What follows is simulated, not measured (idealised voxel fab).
This is a process module. Its name is voxel self aligned contacts.
Pictured: cross-section cut, 215 nm wide, on a grid of 5 nm square cells.
Reading order for cross-sections: top band down to bottom band. Underlying form: a grid of square cells. Band size: one or more rows of cells.
The band entry comprises the height of the band's top followed by the height of its bottom, expressed in nm, and subsequently the band's materials from left to right, each stated together with its width in nm. Where a single material is marked with the word "all across", that material fills the band from edge to edge. The word "blank" represents empty space.
Height is counted from the level 0, under which the received wafer is composed throughout of one material. The lowest of the bands is not closed at the bottom but continues downward, in the notation "z 0 and below".
The notation "30 to 40" denotes a width that varies across the rows of cells in the band, beginning at the first number in the top row, finishing at the second number in the bottom row, and changing by an identical amount from each row to the next.
You'll sometimes find "no modification" written for a step, and that's the way of saying that nowhere in the cross-section did a cell change during that step.
The label "Enclosed cavity list" introduces a list of the empty spaces, 8 cells or larger, that have no open way up to the top; each entry in it reads width x height at distance, where the distance is taken from the left edge and all three are stated in nm.
On a step's line, text after the settings is the simulator commenting on that step.
overlay nm: how far to the right of its planned place the mask lay on this masked step (negative: to the left).

**So here's the lineup of process steps we planned**
step 1: RECEIVE: material Si
step 2: CONFORMAL_DEP: material SiO2, thk nm 5
step 3: DIRECTIONAL_DEP: material polySi, thk nm 20
step 4: DIRECTIONAL_DEP: material SiN, thk nm 25
step 5: PATTERN: tone cover, mask id GATE, material resist, width nm 25, pitch nm 60, thk nm 15, overlay nm 0
step 6: DIRECTIONAL_ETCH: etch materials SiN, depth nm 25
step 7: DIRECTIONAL_ETCH: etch materials polySi, depth nm 20
step 8: STRIP: etch materials resist
step 9: CONFORMAL_DEP: material SiN, thk nm 10
step 10: DIRECTIONAL_ETCH: etch materials SiN, depth nm 10
step 11: FILL_DEP: material SiO2, thk nm 15
step 12: CMP: height nm 60
step 13: DIRECTIONAL_DEP: material aC, thk nm 15
step 14: PATTERN: tone open, mask id CONTACT, material resist, width nm 45, pitch nm 60, thk nm 30, overlay nm 0
step 15: DIRECTIONAL_ETCH: etch materials aC, depth nm 15
step 16: STRIP: etch materials resist
step 17: DIRECTIONAL_ETCH: etch materials SiO2, depth nm 60
step 18: STRIP: etch materials aC
step 19: CONFORMAL_DEP: material TiN, thk nm 5
step 20: FILL_DEP: material W, thk nm 5
step 21: CMP: height nm 60
step 22: CONFORMAL_DEP: material SiCN, thk nm 5

**Cross-sectional view of the wafer in its as-received condition, corresponding to the state after step 1**
z 0 and below | Si all across
Enclosed cavity list: none

**Here's the cross-section of the first of our two wafers at the end of the module - it ran as planned**
z 65 to 60 | SiCN all across
z 60 to 50 | 55 nm SiO2 / 5 to 20 nm TiN / 35 to 5 nm W / 5 to 20 nm TiN / 15 nm SiO2 / 5 to 20 nm TiN / 35 to 5 nm W / 5 to 20 nm TiN / 55 nm SiO2
z 50 to 25 | 25 nm SiO2 / 45 nm SiN / 5 nm TiN / 5 nm W / 5 nm TiN / 45 nm SiN / 5 nm TiN / 5 nm W / 5 nm TiN / 45 nm SiN / 25 nm SiO2
z 25 to 5 | 25 nm SiO2 / 10 nm SiN / 25 nm polySi / 10 nm SiN / 5 nm TiN / 5 nm W / 5 nm TiN / 10 nm SiN / 25 nm polySi / 10 nm SiN / 5 nm TiN / 5 nm W / 5 nm TiN / 10 nm SiN / 25 nm polySi / 10 nm SiN / 25 nm SiO2
z 5 to 0 | 70 nm SiO2 / 15 nm TiN / 45 nm SiO2 / 15 nm TiN / 70 nm SiO2
z 0 and below | Si all across
Enclosed cavity list: none

**Cross-sectional view of the second of two wafers upon completion of the module. This wafer shared its starting condition and process plan with the first; one error was made during its execution**
z 65 to 60 | SiCN all across
z 60 to 55 | 55 nm SiO2 / 5 nm TiN / 35 nm W / 5 nm TiN / 15 nm SiO2 / 5 nm TiN / 35 nm W / 5 nm TiN / 55 nm SiO2
z 55 to 50 | 55 nm SiO2 / 45 nm TiN / 15 nm SiO2 / 45 nm TiN / 55 nm SiO2
z 50 to 25 | 25 nm SiO2 / 50 nm SiN / 10 nm TiN / 50 nm SiN / 10 nm TiN / 50 nm SiN / 20 nm SiO2
z 25 to 5 | 25 nm SiO2 / 10 nm SiN / 30 nm polySi / 10 nm SiN / 10 nm TiN / 10 nm SiN / 30 nm polySi / 10 nm SiN / 10 nm TiN / 10 nm SiN / 30 nm polySi / 10 nm SiN / 20 nm SiO2
z 5 to 0 | 75 nm SiO2 / 10 nm TiN / 50 nm SiO2 / 10 nm TiN / 70 nm SiO2
z 0 and below | Si all across
Enclosed cavity list: none
Diagnosis: step 5 did not happen as planned, as run it was PATTERN: tone cover, mask id GATE, material resist, width nm 30, pitch nm 60, thk nm 15, overlay nm 0
Materials where the second wafer ends with more or fewer cells than the first: SiN +15 | SiO2 -7 | W -20 | polySi +12
